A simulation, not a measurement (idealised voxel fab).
The following process module bears the name voxel spacer lines.
This is section cut - it's 300 nm across, gridded in 5 nm square cells.
In what follows, cross-sections appear as grids of square cells, described through bands that run from the top down, where every band is one or more rows of cells. Top height, bottom height, nm. Materials left to right, width each, nm. Single material + "edge to edge" = fills band edge to edge. "empty" = empty. For the purposes of this specification, 0 denotes the height below which the wafer in its as-received condition is composed wholly of one material, and the lowermost band, lacking a lower limit, extends downward without end, as expressed in "0 down". A width given as "30->40" starts at the first number in the band's top row and ends at the second number in its bottom row, shifting by an equal amount at every step from row to row. Where the words "everything unchanged" appear for a step, the cross-section shows no cell changed by that step; every cell remained as before. In "Unvented voids" the enclosed voids are listed, meaning empty spaces of 8 cells or larger without any opening to the top. The form is width x height at distance, distance from the left edge, units nm. Read whatever lies past the settings on a step's line as the simulator's own remark about the step. "overlay nm" answers the question of how far to the right of plan the mask lay on a step that has a mask, and when it is negative the answer is to the left.

## The process steps that were planned are listed below
1,RECEIVE with material Si
2,CONFORMAL_DEP with material Al2O3, thk nm 5
3,DIRECTIONAL_DEP with material W, thk nm 10
4,DIRECTIONAL_DEP with material aC, thk nm 20
5,PATTERN with tone cover, mask id MANDREL, material resist, width nm 15, pitch nm 50, thk nm 30, overlay nm 0
6,DIRECTIONAL_ETCH with etch materials aC, depth nm 20
7,STRIP with etch materials resist
8,CONFORMAL_DEP with material SiO2, thk nm 10
9,DIRECTIONAL_ETCH with etch materials SiO2, depth nm 10
10,STRIP with etch materials aC
11,DIRECTIONAL_ETCH with etch materials W, depth nm 10
12,STRIP with etch materials SiO2
13,FILL_DEP with material SiO2, thk nm 5
14,CMP with height nm 15

## This is the cross-section of the wafer as we received it, i.e. after step 1
> 0 down | Si edge to edge
> Unvented voids: none

## First of two wafers: cross-section at end of module, run per plan
> 15 to 5 | SiO2 (80); W (10); SiO2 (15); W (10); SiO2 (15); W (10); SiO2 (15); W (10); SiO2 (15); W (10); SiO2 (15); W (10); SiO2 (85)
> 5 to 0 | Al2O3 edge to edge
> 0 down | Si edge to edge
> Unvented voids: none

## Here's the second of our two wafers sectioned at module end. Same start as the first, same plan, but one mistake got made running it
> 15 to 10 | SiO2 edge to edge
> 10 to 0 | SiO2 (80); W (10); SiO2 (15); W (10); SiO2 (15); W (10); SiO2 (15); W (10); SiO2 (15); W (10); SiO2 (15); W (10); SiO2 (85)
> 0 down | Si edge to edge
> Unvented voids: none
Misprocessing identified: plan step 2 was not performed, having been skipped
In the final state, the cell counts of the second wafer exceed or fall short of those of the first for the following materials: 60 fewer of Al2O3, 60 more of SiO2
